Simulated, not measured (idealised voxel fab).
process module | voxel gate over fins
cross-section cut | 295 nm wide | cells 5 nm
A cross-section is a grid of square cells, given in bands from the top down. A band is one or more rows of cells.
Each band's line starts with the height of the band's top and of its bottom, in nm. Then come its materials from left to right, each with its width in nm. One material with "throughout" fills the band from edge to edge. "air" is empty space.
Height 0 is the level under which the wafer as received is all one material. The lowest band goes on downwards, as in "0 down".
A width such as "30 to 40" changes by the same amount from each row of cells to the next, from the band's top row to its bottom row.
"no change" after a step means that no cell of the cross-section changed.
closed voids: empty space of 8 cells or more with no open way to the top, each as width x height at its distance from the left edge, in nm
after a step's settings: what the simulator itself notes on the step
overlay nm, on a step with a mask: how far to the right of its planned place the mask lay; to the left if negative
plan
1 op RECEIVE | material Si
2 op CONFORMAL_DEP | material SiN | thk nm 10
3 op DIRECTIONAL_DEP | material aC | thk nm 15
4 op PATTERN | tone cover | mask id FINS | material resist | width nm 15 | pitch nm 35 | thk nm 35 | overlay nm 0
5 op DIRECTIONAL_ETCH | etch materials aC | depth nm 15
6 op STRIP | etch materials resist
7 op DIRECTIONAL_ETCH | etch materials SiN | depth nm 10
8 op DIRECTIONAL_ETCH | etch materials Si | depth nm 40
9 op STRIP | etch materials aC
10 op FILL_DEP | material SiO2 | thk nm 10
11 op CMP | height nm 10
12 op SELECTIVE_ETCH | etch materials SiO2 | depth nm 20
13 op STRIP | etch materials SiN
14 op CONFORMAL_DEP | material HfO2 | thk nm 5
15 op CONFORMAL_DEP | material TiN | thk nm 5
16 op CONFORMAL_DEP | material TiAl | thk nm 5
17 op CONFORMAL_DEP | material TiN | thk nm 5
18 op FILL_DEP | material W | thk nm 15
19 op CMP | height nm 30
20 op CONFORMAL_DEP | material SiCN | thk nm 5
as received, after step 1
  0 down: Si throughout
  closed voids: none
a wafer at the end: this start, this plan, one mistake
  35 to 30: SiCN throughout
  30 to 20: W throughout
  20 to 15: W 100 | TiN 90 | W 105
  15 to 10: W 100 | TiN 5 | TiAl 80 | TiN 5 | W 105
  10 to 5: TiN 105 | TiAl 5 | TiN 70 | TiAl 5 | TiN 110
  5 to 0: TiAl 110 | TiN 5 | HfO2 25 | TiN 10 | HfO2 25 | TiN 5 | TiAl 115
  0 to -5: TiN 115 | HfO2 5 | Si 15 | HfO2 5 | TiN 10 | HfO2 5 | Si 15 | HfO2 5 | TiN 120
  -5 to -10: HfO2 105 | TiN 10 | HfO2 5 | Si 15 | HfO2 5 | TiN 10 | HfO2 5 | Si 15 | HfO2 5 | TiN 10 | HfO2 110
  -10 to -15: SiO2 100 | HfO2 5 | TiN 10 | HfO2 5 | Si 15 | HfO2 5 | TiN 10 | HfO2 5 | Si 15 | HfO2 5 | TiN 10 | HfO2 5 | SiO2 105
  -15 to -20: SiO2 100 | HfO2 20 | Si 15 | HfO2 20 | Si 15 | HfO2 20 | SiO2 105
  -20 to -40: SiO2 120 | Si 15 | SiO2 20 | Si 15 | SiO2 125
  -40 down: Si throughout
  closed voids: none
what went wrong: steps 12 and 13 were swapped
